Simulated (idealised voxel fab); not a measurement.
The process module that follows is named voxel capacitor over wiring.
Cross-sectional view cut (width: 295 nm; square cell size: 5 nm).
Cross-section format: a grid of square cells, given as bands from top to bottom; each band is one or more rows of cells. A band entry consists of two parts. The first gives the height of the band's top and the height of its bottom, in nm. The rest lists the band's materials from left to right, each with its width in nm. A single material labelled with the word "everywhere" fills the band from edge to edge, and the word "blank" marks empty space. Convention: height 0 is the level below which the wafer, as received, is all one material. The lowest band does not terminate at the bottom but continues downward, represented as "0 nm and below". Graded width ("30->40"): value in top row of band = first number; value in bottom row = second number; row-to-row change constant. "no modifications" (step): cross-section cells unchanged, all of them. Listed closed voids: empty space of 8 cells or more with no open way to the top, each as width x height at its distance from the left edge, in nm. Post-settings text on a step line: simulator's own remark regarding the step. overlay nm: how far to the right of its planned place the mask lay on this masked step (negative: to the left).
Here's what the planned process steps look like:
1. RECEIVE: material Si
2. CONFORMAL_DEP: material SiO2, thk nm 10
3. CONFORMAL_DEP: material SiCN, thk nm 5
4. DIRECTIONAL_DEP: material SiO2, thk nm 25
5. MASKED_ETCH: tone open, mask id METAL_1, width nm 20, pitch nm 85, etch materials SiO2, depth nm 25, overlay nm 0
6. MASKED_ETCH: tone open, mask id METAL_1, width nm 20, pitch nm 85, etch materials SiCN, depth nm 5, overlay nm 0
7. CONFORMAL_DEP: material TiN, thk nm 5
8. FILL_DEP: material W, thk nm 5
9. CMP: height nm 40
10. CONFORMAL_DEP: material SiCN, thk nm 5
11. DIRECTIONAL_DEP: material lowk, thk nm 10
12. DIRECTIONAL_DEP: material aC, thk nm 10
13. PATTERN: tone open, mask id PLUG_1, material resist, width nm 15, thk nm 30, overlay nm 0
14. DIRECTIONAL_ETCH: etch materials aC, depth nm 10
15. STRIP: etch materials resist
16. DIRECTIONAL_ETCH: etch materials lowk, depth nm 10
17. DIRECTIONAL_ETCH: etch materials SiCN, depth nm 5
18. STRIP: etch materials aC
19. EPI: material Ru, thk nm 10
20. EPI: material Ru, thk nm 5
21. DIRECTIONAL_DEP: material TiN, thk nm 10
22. DIRECTIONAL_DEP: material HfO2, thk nm 5
23. DIRECTIONAL_DEP: material TiN, thk nm 5
24. MASKED_ETCH: tone cover, mask id UPPER_PLATE, width nm 70, etch materials TiN, depth nm 5, overlay nm 0
25. MASKED_ETCH: tone cover, mask id UPPER_PLATE, width nm 70, etch materials HfO2, depth nm 5, overlay nm 0
26. MASKED_ETCH: tone cover, mask id LOWER_PLATE, width nm 80, etch materials TiN, depth nm 10, overlay nm 0
27. FILL_DEP: material SiO2, thk nm 15
28. CMP: height nm 85
29. PATTERN: tone open, mask id PLUG_2, material resist, width nm 15, thk nm 20, overlay nm 0
30. DIRECTIONAL_ETCH: etch materials SiO2, depth nm 10
31. STRIP: etch materials resist
32. CONFORMAL_DEP: material TiN, thk nm 5
33. FILL_DEP: material Ru, thk nm 5
34. CMP: height nm 85
35. CONFORMAL_DEP: material SiCN, thk nm 5
This is the cross-section of the wafer as we received it, i.e. after step 1:
0 nm and below = Si everywhere
Listed closed voids: none
End-of-module XS, first of two wafers, run as planned:
90 nm to 85 nm = SiCN everywhere
85 nm to 80 nm = SiO2 110, then TiN 5, then Ru 5, then TiN 5, then SiO2 170
80 nm to 70 nm = SiO2 110->100, then TiN 15->70, then SiO2 170->125
70 nm to 65 nm = SiO2 100, then HfO2 70, then SiO2 125
65 nm to 55 nm = SiO2 95, then TiN 80, then SiO2 120
55 nm to 45 nm = lowk 100, then Ru 15, then lowk 180
45 nm to 40 nm = SiCN 100, then Ru 15, then SiCN 180
40 nm to 15 nm = SiO2 95, then TiN 5, then W 10, then TiN 5, then SiO2 65, then TiN 5, then W 10, then TiN 5, then SiO2 95
15 nm to 10 nm = SiCN 95, then TiN 20, then SiCN 65, then TiN 20, then SiCN 95
10 nm to 0 nm = SiO2 everywhere
0 nm and below = Si everywhere
Listed closed voids: none
Module end: cross-section of wafer two of two. Same start and process plan as the first wafer. One mistake during execution:
90 nm to 85 nm = SiCN everywhere
85 nm to 80 nm = SiO2 110, then TiN 5, then Ru 5, then TiN 5, then SiO2 170
80 nm to 75 nm = SiO2 110, then TiN 15, then SiO2 170
75 nm to 70 nm = SiO2 everywhere
70 nm to 65 nm = SiO2 100, then HfO2 70, then SiO2 125
65 nm to 55 nm = SiO2 95, then TiN 80, then SiO2 120
55 nm to 45 nm = lowk 100, then Ru 15, then lowk 180
45 nm to 40 nm = SiCN 100, then Ru 15, then SiCN 180
40 nm to 15 nm = SiO2 95, then TiN 5, then W 10, then TiN 5, then SiO2 65, then TiN 5, then W 10, then TiN 5, then SiO2 95
15 nm to 10 nm = SiCN 95, then TiN 20, then SiCN 65, then TiN 20, then SiCN 95
10 nm to 0 nm = SiO2 everywhere
0 nm and below = Si everywhere
Listed closed voids: none
What was done differently from what was planned? step 23 of the plan: omitted, not performed
Count the cells at the end and the second wafer has more or fewer of some materials than the first: SiO2 +14 | TiN -14
